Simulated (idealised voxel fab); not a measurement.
A process module follows: voxel capacitor over wiring.
Square cell edge 5 nm, section width 300 nm, ID cut.
When this document writes out a cross-section, it uses a grid of square cells and lists it as bands, beginning at the top and moving down, with a band standing for one or more rows of cells.
Band entry format. Leading values: height of top, height of bottom, nm. Remainder: materials in left-to-right order, each with its width in nm. Special words: "everywhere" on a single material, which then fills the band edge to edge; "air", empty space.
Height reference: 0 = level under which incoming wafer is all one material. Lowest band: no bottom, runs on downward, e.g. "0 -> down".
Top row gets the first number, bottom row gets the second, and each row in between changes by the same step: that is how a band width like "30 to 40" works.
"no change" -> step changed no cross-section cell.
Heads up: "Cavities, closed" only lists the empty pockets with no open path to the top that are 8 cells or more, and it writes them as width x height at distance, distance from the left edge, in nm.
Whatever follows a step's settings on its line is a remark the simulator itself makes about that step.
"overlay nm" on a masked step: distance the mask lay right of its planned place, negative for left.
### Steps planned for the process
1 RECEIVE, material Si
2 CONFORMAL_DEP, material SiO2, thk nm 15
3 DIRECTIONAL_DEP, material TiN, thk nm 5
4 DIRECTIONAL_DEP, material W, thk nm 20
5 PATTERN, tone cover, mask id METAL_1, material resist, width nm 25, pitch nm 75, thk nm 20, overlay nm 0
6 DIRECTIONAL_ETCH, etch materials W, depth nm 20
7 DIRECTIONAL_ETCH, etch materials TiN, depth nm 5
8 STRIP, etch materials resist
9 CONFORMAL_DEP, material SiN, thk nm 5
10 FILL_DEP, material lowk, thk nm 10
11 CMP, height nm 40
12 CONFORMAL_DEP, material SiCN, thk nm 5
13 DIRECTIONAL_DEP, material SiO2, thk nm 20
14 MASKED_ETCH, tone open, mask id PLUG_1, width nm 15, etch materials SiO2, depth nm 20, overlay nm 0
15 MASKED_ETCH, tone open, mask id PLUG_1, width nm 15, etch materials SiCN, depth nm 5, overlay nm 0
16 EPI, material Ru, thk nm 10
17 EPI, material Ru, thk nm 10
18 EPI, material Ru, thk nm 5
19 DIRECTIONAL_DEP, material TiN, thk nm 10
20 DIRECTIONAL_DEP, material HfO2, thk nm 5
21 DIRECTIONAL_DEP, material TiN, thk nm 10
22 MASKED_ETCH, tone cover, mask id UPPER_PLATE, width nm 55, etch materials TiN, depth nm 10, overlay nm 0
23 MASKED_ETCH, tone cover, mask id UPPER_PLATE, width nm 55, etch materials HfO2, depth nm 5, overlay nm 0
24 DIRECTIONAL_DEP, material aC, thk nm 15
25 PATTERN, tone cover, mask id LOWER_PLATE, material resist, width nm 65, thk nm 35, overlay nm 0
26 DIRECTIONAL_ETCH, etch materials aC, depth nm 15
27 STRIP, etch materials resist
28 DIRECTIONAL_ETCH, etch materials TiN, depth nm 10
29 STRIP, etch materials aC
30 FILL_DEP, material SiO2, thk nm 20
31 CMP, height nm 105
32 DIRECTIONAL_DEP, material aC, thk nm 10
33 PATTERN, tone open, mask id PLUG_2, material resist, width nm 15, thk nm 25, overlay nm 0
34 DIRECTIONAL_ETCH, etch materials aC, depth nm 10
35 STRIP, etch materials resist
36 DIRECTIONAL_ETCH, etch materials SiO2, depth nm 15
37 STRIP, etch materials aC
38 CONFORMAL_DEP, material TiN, thk nm 5
39 FILL_DEP, material W, thk nm 5
40 CMP, height nm 105
41 CONFORMAL_DEP, material SiCN, thk nm 5
### As-received wafer cross-section (after step 1)
  0 -> down  Si everywhere
  Cavities, closed: none
### Module complete, cross-section. Starting point and plan per above. One mistake made in running the module
  110 -> 105  SiCN everywhere
  105 -> 95  120 SiO2; 5 TiN; 5 W; 5 TiN; 165 SiO2
  95 -> 90  120 SiO2; 15 TiN; 165 SiO2
  90 -> 80  110 SiO2; 55 TiN; 135 SiO2
  80 -> 75  110 SiO2; 55 HfO2; 135 SiO2
  75 -> 70  105 SiO2; 65 TiN; 130 SiO2
  70 -> 65  TiN everywhere
  65 -> 45  110 SiO2; 15 Ru; 175 SiO2
  45 -> 40  110 SiCN; 15 Ru; 175 SiCN
  40 -> 20  95 lowk; 5 SiN; 25 W; 5 SiN; 40 lowk; 5 SiN; 25 W; 5 SiN; 95 lowk
  20 -> 15  100 SiN; 25 TiN; 50 SiN; 25 TiN; 100 SiN
  15 -> 0  SiO2 everywhere
  0 -> down  Si everywhere
  Cavities, closed: none
Nonconformance to the process plan: step 28, actual vs plan mismatch, actual run DIRECTIONAL_ETCH, etch materials TiN, depth nm 5
